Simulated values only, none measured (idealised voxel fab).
voxel double patterning: a process module
cross-section cut | 235 nm wide | cells 5 nm
How to read a cross-section here: the picture is a grid of square cells, written as bands going from the top down, and any band can span one or more rows of cells.
Look at the band entry: it leads with the top's height and the bottom's height in nm. Then it lists the materials left to right, with a width in nm for each. The word "throughout" on a single material says that material fills the band edge to edge. The word "air" is empty space.
Beneath 0, the wafer as received is one material, and that level is where height counting begins. The lowest band goes on downward without a bottom; it is written like "0 down".
The two numbers in a width such as "30..40" mark its ends across the band: the first belongs to the top row of cells, the second to the bottom row, and from each row to the next the width moves by the same amount.
Key: "all unchanged" - step with no changed cell in the cross-section.
If an empty space has no open way to the top and is at least 8 cells in size, "Closed-off voids" lists it, written width x height at distance, where distance is measured from the left edge and every value is in nm.
Formally, on a step line, whatever follows the settings is a remark that the simulator itself makes on the step.
Regarding "overlay nm": on a step with a mask, it is the distance the mask lay to the right of its planned place; a negative value places it to the left.
Reading key. Pairs: pre-step and post-step cross-section, one process step apart; post-step view only to lowest changed band. Step between + settings: beneath pair. Runs: pairs may be from different runs of this module, same starting wafer. Continuation from pair above: only where "Geometry before processing" entry says.

# Geometry before processing
* 0 down | Si throughout
* Closed-off voids: none

# Post-Step Geometry
* 10 to 0 | SiO2 throughout
* Everything under 0 stays put, no change at all.
* Closed-off voids: none
Which process step falls between the two cross-sections above? CONFORMAL_DEP (material SiO2; thk nm 10)

Geometry before processing: look at the pair above, its after cross-section is where this step starts.

# Post-Step Geometry
* 25 to 10 | W throughout
* Everything under 10 stays put, no change at all.
* Closed-off voids: none
Which process step falls between the two cross-sections above? DIRECTIONAL_DEP (material W; thk nm 15)

Geometry before processing: look at the pair above, its after cross-section is where this step starts.

# Post-Step Geometry
* 30 to 25 | SiN throughout
* Everything under 25 stays put, no change at all.
* Closed-off voids: none
Which process step falls between the two cross-sections above? DIRECTIONAL_DEP (material SiN; thk nm 5)

Geometry before processing: look at the pair above, its after cross-section is where this step starts.

# Post-Step Geometry
* 50 to 30 | resist (85) / air (15) / resist (35) / air (15) / resist (85)
* Everything under 30 stays put, no change at all.
* Closed-off voids: none
Which process step falls between the two cross-sections above? PATTERN (tone open; mask id FIRST; material resist; width nm 15; pitch nm 50; thk nm 20; overlay nm 0)

Geometry before processing: look at the pair above, its after cross-section is where this step starts.

# Post-Step Geometry
* 50 to 30 | resist (85) / air (15) / resist (35) / air (15) / resist (85)
* 30 to 25 | SiN (85) / air (15) / SiN (35) / air (15) / SiN (85)
* Everything under 25 stays put, no change at all.
* Closed-off voids: none
Which process step falls between the two cross-sections above? DIRECTIONAL_ETCH (etch materials SiN; depth nm 5)

Geometry before processing: look at the pair above, its after cross-section is where this step starts.

# Post-Step Geometry
* 30 to 25 | SiN (85) / air (15) / SiN (35) / air (15) / SiN (85)
* Everything under 25 stays put, no change at all.
* Closed-off voids: none
Which process step falls between the two cross-sections above? STRIP (etch materials resist)

Geometry before processing: look at the pair above, its after cross-section is where this step starts.

# Post-Step Geometry
* 30 to 25 | SiN (85) / air (15) / SiN (10) / air (15) / SiN (10) / air (15) / SiN (85)
* Everything under 25 stays put, no change at all.
* Closed-off voids: none
Which process step falls between the two cross-sections above? MASKED_ETCH (tone open; mask id SECOND; width nm 15; etch materials SiN; depth nm 5; overlay nm 0)

Geometry before processing: look at the pair above, its after cross-section is where this step starts.

# Post-Step Geometry
* 30 to 25 | SiN (85) / air (15) / SiN (10) / air (15) / SiN (10) / air (15) / SiN (85)
* 25 to 10 | W (85) / air (15) / W (10) / air (15) / W (10) / air (15) / W (85)
* Everything under 10 stays put, no change at all.
* Closed-off voids: none
Which process step falls between the two cross-sections above? DIRECTIONAL_ETCH (etch materials W; depth nm 15)

Geometry before processing: look at the pair above, its after cross-section is where this step starts.

# Post-Step Geometry
* 25 to 10 | W (85) / air (15) / W (10) / air (15) / W (10) / air (15) / W (85)
* Everything under 10 stays put, no change at all.
* Closed-off voids: none
Which process step falls between the two cross-sections above? STRIP (etch materials SiN)

# Geometry before processing
* 0 down | Si throughout
* Closed-off voids: none

# Post-Step Geometry
* 15 to 0 | W throughout
* Everything under 0 stays put, no change at all.
* Closed-off voids: none
Which process step falls between the two cross-sections above? DIRECTIONAL_DEP (material W; thk nm 15)

Geometry before processing: look at the pair above, its after cross-section is where this step starts.

# Post-Step Geometry
* 20 to 15 | SiN throughout
* Everything under 15 stays put, no change at all.
* Closed-off voids: none
Which process step falls between the two cross-sections above? DIRECTIONAL_DEP (material SiN; thk nm 5)

Geometry before processing: look at the pair above, its after cross-section is where this step starts.

# Post-Step Geometry
* 40 to 20 | resist (85) / air (15) / resist (35) / air (15) / resist (85)
* Everything under 20 stays put, no change at all.
* Closed-off voids: none
Which process step falls between the two cross-sections above? PATTERN (tone open; mask id FIRST; material resist; width nm 15; pitch nm 50; thk nm 20; overlay nm 0)

Geometry before processing: look at the pair above, its after cross-section is where this step starts.

# Post-Step Geometry
* 40 to 20 | resist (85) / air (15) / resist (35) / air (15) / resist (85)
* 20 to 15 | SiN (85) / air (15) / SiN (35) / air (15) / SiN (85)
* Everything under 15 stays put, no change at all.
* Closed-off voids: none
Which process step falls between the two cross-sections above? DIRECTIONAL_ETCH (etch materials SiN; depth nm 5)

Geometry before processing: look at the pair above, its after cross-section is where this step starts.

# Post-Step Geometry
* 20 to 15 | SiN (85) / air (15) / SiN (35) / air (15) / SiN (85)
* Everything under 15 stays put, no change at all.
* Closed-off voids: none
Which process step falls between the two cross-sections above? STRIP (etch materials resist)

Geometry before processing: look at the pair above, its after cross-section is where this step starts.

# Post-Step Geometry
* 20 to 15 | SiN (85) / air (15) / SiN (10) / air (15) / SiN (10) / air (15) / SiN (85)
* Everything under 15 stays put, no change at all.
* Closed-off voids: none
Which process step falls between the two cross-sections above? MASKED_ETCH (tone open; mask id SECOND; width nm 15; etch materials SiN; depth nm 5; overlay nm 0)

Geometry before processing: look at the pair above, its after cross-section is where this step starts.

# Post-Step Geometry
* 20 to 15 | SiN (85) / air (15) / SiN (10) / air (15) / SiN (10) / air (15) / SiN (85)
* 15 to 0 | W (85) / air (15) / W (10) / air (15) / W (10) / air (15) / W (85)
* Everything under 0 stays put, no change at all.
* Closed-off voids: none
Which process step falls between the two cross-sections above? DIRECTIONAL_ETCH (etch materials W; depth nm 15)

Geometry before processing: look at the pair above, its after cross-section is where this step starts.

# Post-Step Geometry
* 15 to 0 | W (85) / air (15) / W (10) / air (15) / W (10) / air (15) / W (85)
* Everything under 0 stays put, no change at all.
* Closed-off voids: none
Which process step falls between the two cross-sections above? STRIP (etch materials SiN)

# Geometry before processing
* 25 to 10 | W throughout
* 10 to 0 | SiO2 throughout
* 0 down | Si throughout
* Closed-off voids: none

# Post-Step Geometry
* 40 to 10 | W throughout
* Everything under 10 stays put, no change at all.
* Closed-off voids: none
Which process step falls between the two cross-sections above? DIRECTIONAL_DEP (material W; thk nm 15)

Geometry before processing: look at the pair above, its after cross-section is where this step starts.

# Post-Step Geometry
* 45 to 40 | SiN throughout
* Everything under 40 stays put, no change at all.
* Closed-off voids: none
Which process step falls between the two cross-sections above? DIRECTIONAL_DEP (material SiN; thk nm 5)

Geometry before processing: look at the pair above, its after cross-section is where this step starts.

# Post-Step Geometry
* 65 to 45 | resist (85) / air (15) / resist (35) / air (15) / resist (85)
* Everything under 45 stays put, no change at all.
* Closed-off voids: none
Which process step falls between the two cross-sections above? PATTERN (tone open; mask id FIRST; material resist; width nm 15; pitch nm 50; thk nm 20; overlay nm 0)

Geometry before processing: look at the pair above, its after cross-section is where this step starts.

# Post-Step Geometry
* 65 to 45 | resist (85) / air (15) / resist (35) / air (15) / resist (85)
* 45 to 40 | SiN (85) / air (15) / SiN (35) / air (15) / SiN (85)
* Everything under 40 stays put, no change at all.
* Closed-off voids: none
Which process step falls between the two cross-sections above? DIRECTIONAL_ETCH (etch materials SiN; depth nm 5)

Geometry before processing: look at the pair above, its after cross-section is where this step starts.

# Post-Step Geometry
* 45 to 40 | SiN (85) / air (15) / SiN (35) / air (15) / SiN (85)
* Everything under 40 stays put, no change at all.
* Closed-off voids: none
Which process step falls between the two cross-sections above? STRIP (etch materials resist)

Geometry before processing: look at the pair above, its after cross-section is where this step starts.

# Post-Step Geometry
* 45 to 40 | SiN (85) / air (15) / SiN (10) / air (15) / SiN (10) / air (15) / SiN (85)
* Everything under 40 stays put, no change at all.
* Closed-off voids: none
Which process step falls between the two cross-sections above? MASKED_ETCH (tone open; mask id SECOND; width nm 15; etch materials SiN; depth nm 5; overlay nm 0)

Geometry before processing: look at the pair above, its after cross-section is where this step starts.

# Post-Step Geometry
* 45 to 40 | SiN (85) / air (15) / SiN (10) / air (15) / SiN (10) / air (15) / SiN (85)
* 40 to 25 | W (85) / air (15) / W (10) / air (15) / W (10) / air (15) / W (85)
* Everything under 25 stays put, no change at all.
* Closed-off voids: none
Which process step falls between the two cross-sections above? DIRECTIONAL_ETCH (etch materials W; depth nm 15)

Geometry before processing: look at the pair above, its after cross-section is where this step starts.

# Post-Step Geometry
* 40 to 25 | W (85) / air (15) / W (10) / air (15) / W (10) / air (15) / W (85)
* Everything under 25 stays put, no change at all.
* Closed-off voids: none
Which process step falls between the two cross-sections above? STRIP (etch materials SiN)

# Geometry before processing
* 15 to 0 | W throughout
* 0 down | Si throughout
* Closed-off voids: none

# Post-Step Geometry
* 25 to 15 | SiO2 throughout
* Everything under 15 stays put, no change at all.
* Closed-off voids: none
Which process step falls between the two cross-sections above? CONFORMAL_DEP (material SiO2; thk nm 10)

Geometry before processing: look at the pair above, its after cross-section is where this step starts.

# Post-Step Geometry
* 30 to 25 | SiN throughout
* Everything under 25 stays put, no change at all.
* Closed-off voids: none
Which process step falls between the two cross-sections above? DIRECTIONAL_DEP (material SiN; thk nm 5)

Geometry before processing: look at the pair above, its after cross-section is where this step starts.

# Post-Step Geometry
* 50 to 30 | resist (85) / air (15) / resist (35) / air (15) / resist (85)
* Everything under 30 stays put, no change at all.
* Closed-off voids: none
Which process step falls between the two cross-sections above? PATTERN (tone open; mask id FIRST; material resist; width nm 15; pitch nm 50; thk nm 20; overlay nm 0)

Geometry before processing: look at the pair above, its after cross-section is where this step starts.

# Post-Step Geometry
* 50 to 30 | resist (85) / air (15) / resist (35) / air (15) / resist (85)
* 30 to 25 | SiN (85) / air (15) / SiN (35) / air (15) / SiN (85)
* Everything under 25 stays put, no change at all.
* Closed-off voids: none
Which process step falls between the two cross-sections above? DIRECTIONAL_ETCH (etch materials SiN; depth nm 5)

Geometry before processing: look at the pair above, its after cross-section is where this step starts.

# Post-Step Geometry
* 30 to 25 | SiN (85) / air (15) / SiN (35) / air (15) / SiN (85)
* Everything under 25 stays put, no change at all.
* Closed-off voids: none
Which process step falls between the two cross-sections above? STRIP (etch materials resist)

Geometry before processing: look at the pair above, its after cross-section is where this step starts.

# Post-Step Geometry
* 30 to 25 | SiN (85) / air (15) / SiN (10) / air (15) / SiN (10) / air (15) / SiN (85)
* Everything under 25 stays put, no change at all.
* Closed-off voids: none
Which process step falls between the two cross-sections above? MASKED_ETCH (tone open; mask id SECOND; width nm 15; etch materials SiN; depth nm 5; overlay nm 0)

Geometry before processing: look at the pair above, its after cross-section is where this step starts.

# Post-Step Geometry
* 25 to 15 | SiO2 throughout
* Everything under 15 stays put, no change at all.
* Closed-off voids: none
Which process step falls between the two cross-sections above? STRIP (etch materials SiN)

# Geometry before processing
* 10 to 0 | SiO2 throughout
* 0 down | Si throughout
* Closed-off voids: none

# Post-Step Geometry
* 15 to 10 | W throughout
* Everything under 10 stays put, no change at all.
* Closed-off voids: none
Which process step falls between the two cross-sections above? DIRECTIONAL_DEP (material W; thk nm 5)

Geometry before processing: look at the pair above, its after cross-section is where this step starts.

# Post-Step Geometry
* 20 to 15 | SiN throughout
* Everything under 15 stays put, no change at all.
* Closed-off voids: none
Which process step falls between the two cross-sections above? DIRECTIONAL_DEP (material SiN; thk nm 5)

Geometry before processing: look at the pair above, its after cross-section is where this step starts.

# Post-Step Geometry
* 40 to 20 | resist (85) / air (15) / resist (35) / air (15) / resist (85)
* Everything under 20 stays put, no change at all.
* Closed-off voids: none
Which process step falls between the two cross-sections above? PATTERN (tone open; mask id FIRST; material resist; width nm 15; pitch nm 50; thk nm 20; overlay nm 0)

Geometry before processing: look at the pair above, its after cross-section is where this step starts.

# Post-Step Geometry
* 40 to 20 | resist (85) / air (15) / resist (35) / air (15) / resist (85)
* 20 to 15 | SiN (85) / air (15) / SiN (35) / air (15) / SiN (85)
* Everything under 15 stays put, no change at all.
* Closed-off voids: none
Which process step falls between the two cross-sections above? DIRECTIONAL_ETCH (etch materials SiN; depth nm 5)

Geometry before processing: look at the pair above, its after cross-section is where this step starts.

# Post-Step Geometry
* 20 to 15 | SiN (85) / air (15) / SiN (35) / air (15) / SiN (85)
* Everything under 15 stays put, no change at all.
* Closed-off voids: none
Which process step falls between the two cross-sections above? STRIP (etch materials resist)

Geometry before processing: look at the pair above, its after cross-section is where this step starts.

# Post-Step Geometry
* 20 to 15 | SiN (85) / air (15) / SiN (10) / air (15) / SiN (10) / air (15) / SiN (85)
* Everything under 15 stays put, no change at all.
* Closed-off voids: none
Which process step falls between the two cross-sections above? MASKED_ETCH (tone open; mask id SECOND; width nm 15; etch materials SiN; depth nm 5; overlay nm 0)

Geometry before processing: look at the pair above, its after cross-section is where this step starts.

# Post-Step Geometry
* 20 to 15 | SiN (85) / air (15) / SiN (10) / air (15) / SiN (10) / air (15) / SiN (85)
* 15 to 10 | W (85) / air (15) / W (10) / air (15) / W (10) / air (15) / W (85)
* Everything under 10 stays put, no change at all.
* Closed-off voids: none
Which process step falls between the two cross-sections above? DIRECTIONAL_ETCH (etch materials W; depth nm 15)

Geometry before processing: look at the pair above, its after cross-section is where this step starts.

# Post-Step Geometry
* 15 to 10 | W (85) / air (15) / W (10) / air (15) / W (10) / air (15) / W (85)
* Everything under 10 stays put, no change at all.
* Closed-off voids: none
Which process step falls between the two cross-sections above? STRIP (etch materials SiN)

# Geometry before processing
* 30 to 25 | SiN (85) / air (15) / SiN (35) / air (15) / SiN (85)
* 25 to 10 | W throughout
* 10 to 0 | SiO2 throughout
* 0 down | Si throughout
* Closed-off voids: none

# Post-Step Geometry
* 30 to 25 | SiN (85) / air (15) / SiN (5) / air (25) / SiN (5) / air (15) / SiN (85)
* Everything under 25 stays put, no change at all.
* Closed-off voids: none
Which process step falls between the two cross-sections above? MASKED_ETCH (tone open; mask id SECOND; width nm 25; etch materials SiN; depth nm 5; overlay nm 0)

Geometry before processing: look at the pair above, its after cross-section is where this step starts.

# Post-Step Geometry
* 30 to 25 | SiN (85) / air (15) / SiN (5) / air (25) / SiN (5) / air (15) / SiN (85)
* 25 to 10 | W (85) / air (15) / W (5) / air (25) / W (5) / air (15) / W (85)
* Everything under 10 stays put, no change at all.
* Closed-off voids: none
Which process step falls between the two cross-sections above? DIRECTIONAL_ETCH (etch materials W; depth nm 15)

Geometry before processing: look at the pair above, its after cross-section is where this step starts.

# Post-Step Geometry
* 25 to 10 | W (85) / air (15) / W (5) / air (25) / W (5) / air (15) / W (85)
* Everything under 10 stays put, no change at all.
* Closed-off voids: none
Which process step falls between the two cross-sections above? STRIP (etch materials SiN)

# Geometry before processing
* 30 to 25 | SiN throughout
* 25 to 10 | W throughout
* 10 to 0 | SiO2 throughout
* 0 down | Si throughout
* Closed-off voids: none

# Post-Step Geometry
* 50 to 30 | resist (80) / air (15) / resist (35) / air (15) / resist (90)
* Everything under 30 stays put, no change at all.
* Closed-off voids: none
Which process step falls between the two cross-sections above? PATTERN (tone open; mask id FIRST; material resist; width nm 15; pitch nm 50; thk nm 20; overlay nm -5)

Geometry before processing: look at the pair above, its after cross-section is where this step starts.

# Post-Step Geometry
* 50 to 30 | resist (80) / air (15) / resist (35) / air (15) / resist (90)
* 30 to 25 | SiN (80) / air (15) / SiN (35) / air (15) / SiN (90)
* Everything under 25 stays put, no change at all.
* Closed-off voids: none
Which process step falls between the two cross-sections above? DIRECTIONAL_ETCH (etch materials SiN; depth nm 5)

Geometry before processing: look at the pair above, its after cross-section is where this step starts.

# Post-Step Geometry
* 30 to 25 | SiN (80) / air (15) / SiN (35) / air (15) / SiN (90)
* Everything under 25 stays put, no change at all.
* Closed-off voids: none
Which process step falls between the two cross-sections above? STRIP (etch materials resist)

Geometry before processing: look at the pair above, its after cross-section is where this step starts.

# Post-Step Geometry
* 30 to 25 | SiN (80) / air (15) / SiN (15) / air (15) / SiN (5) / air (15) / SiN (90)
* Everything under 25 stays put, no change at all.
* Closed-off voids: none
Which process step falls between the two cross-sections above? MASKED_ETCH (tone open; mask id SECOND; width nm 15; etch materials SiN; depth nm 5; overlay nm 0)

Geometry before processing: look at the pair above, its after cross-section is where this step starts.

# Post-Step Geometry
* 30 to 25 | SiN (80) / air (15) / SiN (15) / air (15) / SiN (5) / air (15) / SiN (90)
* 25 to 10 | W (80) / air (15) / W (15) / air (15) / W (5) / air (15) / W (90)
* Everything under 10 stays put, no change at all.
* Closed-off voids: none
Which process step falls between the two cross-sections above? DIRECTIONAL_ETCH (etch materials W; depth nm 15)

Geometry before processing: look at the pair above, its after cross-section is where this step starts.

# Post-Step Geometry
* 25 to 10 | W (80) / air (15) / W (15) / air (15) / W (5) / air (15) / W (90)
* Everything under 10 stays put, no change at all.
* Closed-off voids: none
Which process step falls between the two cross-sections above? STRIP (etch materials SiN)

# Geometry before processing
* 10 to 0 | SiO2 throughout
* 0 down | Si throughout
* Closed-off voids: none

# Post-Step Geometry
* 25 to 0 | SiO2 throughout
* Everything under 0 stays put, no change at all.
* Closed-off voids: none
Which process step falls between the two cross-sections above? DIRECTIONAL_DEP (material SiO2; thk nm 15)

Geometry before processing: look at the pair above, its after cross-section is where this step starts.

# Post-Step Geometry
* 30 to 25 | SiN throughout
* Everything under 25 stays put, no change at all.
* Closed-off voids: none
Which process step falls between the two cross-sections above? DIRECTIONAL_DEP (material SiN; thk nm 5)

Geometry before processing: look at the pair above, its after cross-section is where this step starts.

# Post-Step Geometry
* 50 to 30 | resist (85) / air (15) / resist (35) / air (15) / resist (85)
* Everything under 30 stays put, no change at all.
* Closed-off voids: none
Which process step falls between the two cross-sections above? PATTERN (tone open; mask id FIRST; material resist; width nm 15; pitch nm 50; thk nm 20; overlay nm 0)

Geometry before processing: look at the pair above, its after cross-section is where this step starts.

# Post-Step Geometry
* 50 to 30 | resist (85) / air (15) / resist (35) / air (15) / resist (85)
* 30 to 25 | SiN (85) / air (15) / SiN (35) / air (15) / SiN (85)
* Everything under 25 stays put, no change at all.
* Closed-off voids: none
Which process step falls between the two cross-sections above? DIRECTIONAL_ETCH (etch materials SiN; depth nm 5)

Geometry before processing: look at the pair above, its after cross-section is where this step starts.

# Post-Step Geometry
* 30 to 25 | SiN (85) / air (15) / SiN (35) / air (15) / SiN (85)
* Everything under 25 stays put, no change at all.
* Closed-off voids: none
Which process step falls between the two cross-sections above? STRIP (etch materials resist)

Geometry before processing: look at the pair above, its after cross-section is where this step starts.

# Post-Step Geometry
* 30 to 25 | SiN (85) / air (15) / SiN (10) / air (15) / SiN (10) / air (15) / SiN (85)
* Everything under 25 stays put, no change at all.
* Closed-off voids: none
Which process step falls between the two cross-sections above? MASKED_ETCH (tone open; mask id SECOND; width nm 15; etch materials SiN; depth nm 5; overlay nm 0)

Geometry before processing: look at the pair above, its after cross-section is where this step starts.

# Post-Step Geometry
* 25 to 0 | SiO2 throughout
* Everything under 0 stays put, no change at all.
* Closed-off voids: none
Which process step falls between the two cross-sections above? STRIP (etch materials SiN)

# Geometry before processing
* 30 to 25 | SiN (85) / air (15) / SiN (35) / air (15) / SiN (85)
* 25 to 10 | W throughout
* 10 to 0 | SiO2 throughout
* 0 down | Si throughout
* Closed-off voids: none

# Post-Step Geometry
* 30 to 25 | air (110) / SiN (15) / air (110)
* Everything under 25 stays put, no change at all.
* Closed-off voids: none
Which process step falls between the two cross-sections above? MASKED_ETCH (tone cover; mask id SECOND; width nm 15; etch materials SiN; depth nm 5; overlay nm 0)

Geometry before processing: look at the pair above, its after cross-section is where this step starts.

# Post-Step Geometry
* 30 to 25 | air (110) / SiN (15) / air (110)
* 25 to 10 | air (110) / W (15) / air (110)
* Everything under 10 stays put, no change at all.
* Closed-off voids: none
Which process step falls between the two cross-sections above? DIRECTIONAL_ETCH (etch materials W; depth nm 15)

Geometry before processing: look at the pair above, its after cross-section is where this step starts.

# Post-Step Geometry
* 25 to 10 | air (110) / W (15) / air (110)
* Everything under 10 stays put, no change at all.
* Closed-off voids: none
Which process step falls between the two cross-sections above? STRIP (etch materials SiN)
